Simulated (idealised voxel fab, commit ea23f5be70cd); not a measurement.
Process module heading - voxel spacer lines
FYI the section here is cut, 160 nm wide, cells are 5 nm squares.
Heads up, the way a cross-section reads in here is a grid of square cells, handed over as bands from the top down, with every band being one or more rows of cells. Within each band entry, the heights of the top and of the bottom of the band appear first, in that order and in nm; the materials of the band then follow from left to right, each with its corresponding width in nm. The designation "full width" on a single material indicates that it fills the band from edge to edge; the designation "blank" indicates empty space. Note: height 0 marks the level under which the wafer is uniformly one material as received. Lowest band unbounded below, written "0 and below". You'd read "30->40" like this: the band's top row of cells is as wide as the first number, its bottom row is as wide as the second, and going down, every row changes width by the same amount as the row before did. It should be understood that the words "all unchanged", when stated for a given step, signify that the cross-section underwent no change in any of its cells during that step. You'll see "Closed void listing" listing empty spaces that have no way open to the top, as long as they're 8 cells or more; the notation is width x height at distance, where the distance is from the left edge, and all of it is in nm. If you see something after the settings on a step's line, that's the simulator's own remark about that step. overlay nm: right-of-plan distance of the mask on a masked step; negative values mean left-of-plan.
### plan
1) RECEIVE with material Si
2) CONFORMAL_DEP with material Al2O3, thk nm 5
3) DIRECTIONAL_DEP with material TiN, thk nm 15
4) DIRECTIONAL_DEP with material polySi, thk nm 20
5) PATTERN with tone cover, mask id MANDREL, material resist, width nm 25, pitch nm 80, thk nm 30, overlay nm 0
6) DIRECTIONAL_ETCH with etch materials polySi, depth nm 20
7) STRIP with etch materials resist
8) CONFORMAL_DEP with material SiO2, thk nm 15
9) DIRECTIONAL_ETCH with etch materials SiO2, depth nm 15
10) STRIP with etch materials polySi
11) DIRECTIONAL_ETCH with etch materials TiN, depth nm 15
12) STRIP with etch materials SiO2
13) FILL_DEP with material lowk, thk nm 10
14) CMP with height nm 20
### Delivered wafer in cross-section: state after step 1
- 0 and below = Si full width
- Closed void listing: none
### First wafer of two, sectioned at end of module; run went per plan
- 20 down to 5 = 10 of lowk; 15 of TiN; 25 of lowk; 15 of TiN; 25 of lowk; 15 of TiN; 25 of lowk; 15 of TiN; 15 of lowk
- 5 down to 0 = Al2O3 full width
- 0 and below = Si full width
- Closed void listing: none
### Cross-section, second wafer: same start as the first, same plan as the first, one mistake in running it; taken at the end of the module
- 20 down to 5 = 10 of lowk; 15 of TiN; 30 of lowk; 15 of TiN; 20 of lowk; 15 of TiN; 30 of lowk; 15 of TiN; 10 of lowk
- 5 down to 0 = Al2O3 full width
- 0 and below = Si full width
- Closed void listing: none
Here's what went sideways: step 5 changed vs plan, executed as PATTERN with tone cover, mask id MANDREL, material resist, width nm 30, pitch nm 80, thk nm 30, overlay nm 0
By the end, you'd get the same cell count for each material on either wafer, but the second wafer puts them somewhere else.
